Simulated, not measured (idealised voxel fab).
Process module in this document: voxel tone inversion
140 nm wide, 5 nm square cells: that's cross-section cut.
The cross-sections in this document take the form of a grid made of square cells. They are written out as bands, in order from top to bottom. Each band consists of one or more rows of cells. Heights first: top, then bottom, in nm. Then materials, left to right, each with a width in nm. "full width" on a single material: fills the band edge to edge. "empty": empty space. Ref level 0: as-received wafer is one material below here. Bottom band extends down with no lower bound ("z 0 and below"). A width given as "30->40" starts at the first number in the band's top row and ends at the second number in its bottom row, shifting by an equal amount at every step from row to row. "changes: none" means the step left every cell of the cross-section as it was. "Enclosed void catalog" specifies each empty space that is not open to the top and that occupies no fewer than 8 cells, using the form width x height at distance, the distance measured from the left edge and all three quantities in nm. What comes after the settings on a step's line is commentary from the simulator itself on that step. "overlay nm" denotes, for a step that has a mask, the displacement of the mask to the right of its planned place, with negative values corresponding to the left.

## Below is the list of planned process steps
| 1 | RECEIVE [material Si] |
| 2 | CONFORMAL_DEP [material SiCN] [thk nm 5] |
| 3 | DIRECTIONAL_DEP [material aC] [thk nm 20] |
| 4 | PATTERN [tone cover] [mask id POSTS] [material resist] [width nm 25] [pitch nm 40] [thk nm 25] [overlay nm 0] |
| 5 | DIRECTIONAL_ETCH [etch materials aC] [depth nm 20] |
| 6 | STRIP [etch materials resist] |
| 7 | FILL_DEP [material lowk] [thk nm 10] |
| 8 | CMP [height nm 25] |
| 9 | STRIP [etch materials aC] |

## As-received state of the wafer in cross-section, equivalent to post-step 1
    z 0 and below = Si full width
    Enclosed void catalog: none

## Figure: cross-sectional view of the wafer upon completion of the module, processed from the initial state and according to the plan depicted above, with one error introduced during execution
    z 15 to 5 = 15 lowk, 25 empty, 15 lowk, 25 empty, 15 lowk, 25 empty, 20 lowk
    z 5 to 0 = SiCN full width
    z 0 and below = Si full width
    Enclosed void catalog: none
What broke from the plan during processing? step 8 was not run as planned; what actually ran was CMP [height nm 15]
